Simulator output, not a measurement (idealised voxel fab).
Title: Process Module voxel quadruple lines
290 nm wide, 5 nm square cells: that's cross-section cut.
Cross-section layout: square cells on a grid; listed as bands, top to bottom; a band spans one or more cell rows. Heads up on the band format: heights come first, top then bottom, in nm. After that it's the materials left to right, each with its width in nm. A single material flagged "everywhere" fills the whole band edge to edge, and "air" means there's empty space there. Convention: height 0 is the level below which the wafer, as received, is all one material. The lowest band does not terminate at the bottom but continues downward, represented as "from 0 down". A two-number width, for instance "30..40", indicates that the width is equal to the first number in the top row of the band and to the second number in the bottom row, and that it changes by a constant amount per row of cells. For the purposes of this document, the phrase "remains unaltered" attached to a step denotes that no cell within the cross-section was modified by that step. Reported under the label "Non-vented voids" are the empty spaces having no open way to the top and comprising 8 cells or more; the notation for each is width x height at distance, in which the distance is measured from the left edge and all three values are in nm. Post-settings text on a step line: simulator's own remark regarding the step. The line of a step may include "overlay nm". On a step with a mask, this value is how far to the right of its planned place the mask lay. A negative value means the mask lay to the left.

**Intended process steps**
1: RECEIVE | material Si
2: CONFORMAL_DEP | material SiO2 | thk nm 10
3: DIRECTIONAL_DEP | material TiN | thk nm 15
4: DIRECTIONAL_DEP | material polySi | thk nm 20
5: DIRECTIONAL_DEP | material aC | thk nm 20
6: PATTERN | tone cover | mask id MANDREL | material resist | width nm 35 | thk nm 25 | overlay nm 0
7: DIRECTIONAL_ETCH | etch materials aC | depth nm 20
8: STRIP | etch materials resist
9: CONFORMAL_DEP | material SiO2 | thk nm 15
10: DIRECTIONAL_ETCH | etch materials SiO2 | depth nm 15
11: STRIP | etch materials aC
12: DIRECTIONAL_ETCH | etch materials polySi | depth nm 20
13: STRIP | etch materials SiO2
14: CONFORMAL_DEP | material SiN | thk nm 10
15: DIRECTIONAL_ETCH | etch materials SiN | depth nm 10
16: STRIP | etch materials polySi
17: DIRECTIONAL_ETCH | etch materials TiN | depth nm 15
18: STRIP | etch materials SiN
19: FILL_DEP | material lowk | thk nm 10
20: CMP | height nm 25

**as received, after step 1**
* from 0 down | Si everywhere
* Non-vented voids: none

**The first of the two wafers as seen in cross-section once the module was finished; processing followed the plan**
* from 25 to 10 | 100 of lowk, 10 of TiN, 15 of lowk, 10 of TiN, 15 of lowk, 10 of TiN, 15 of lowk, 10 of TiN, 105 of lowk
* from 10 to 0 | SiO2 everywhere
* from 0 down | Si everywhere
* Non-vented voids: none

**Second wafer cross-section at end of module - shared start and plan with the first, one mistake in the run**
* from 30 to 25 | lowk everywhere
* from 25 to 10 | 100 of lowk, 10 of TiN, 15 of lowk, 10 of TiN, 15 of lowk, 10 of TiN, 15 of lowk, 10 of TiN, 105 of lowk
* from 10 to 0 | SiO2 everywhere
* from 0 down | Si everywhere
* Non-vented voids: none
Heads up, the wafer didn't run the way we planned it: off-plan run, step 20, actual operation and settings CMP | height nm 30
Per the end-of-run cell counts, the second wafer holds more or fewer of some materials than the first: lowk +58
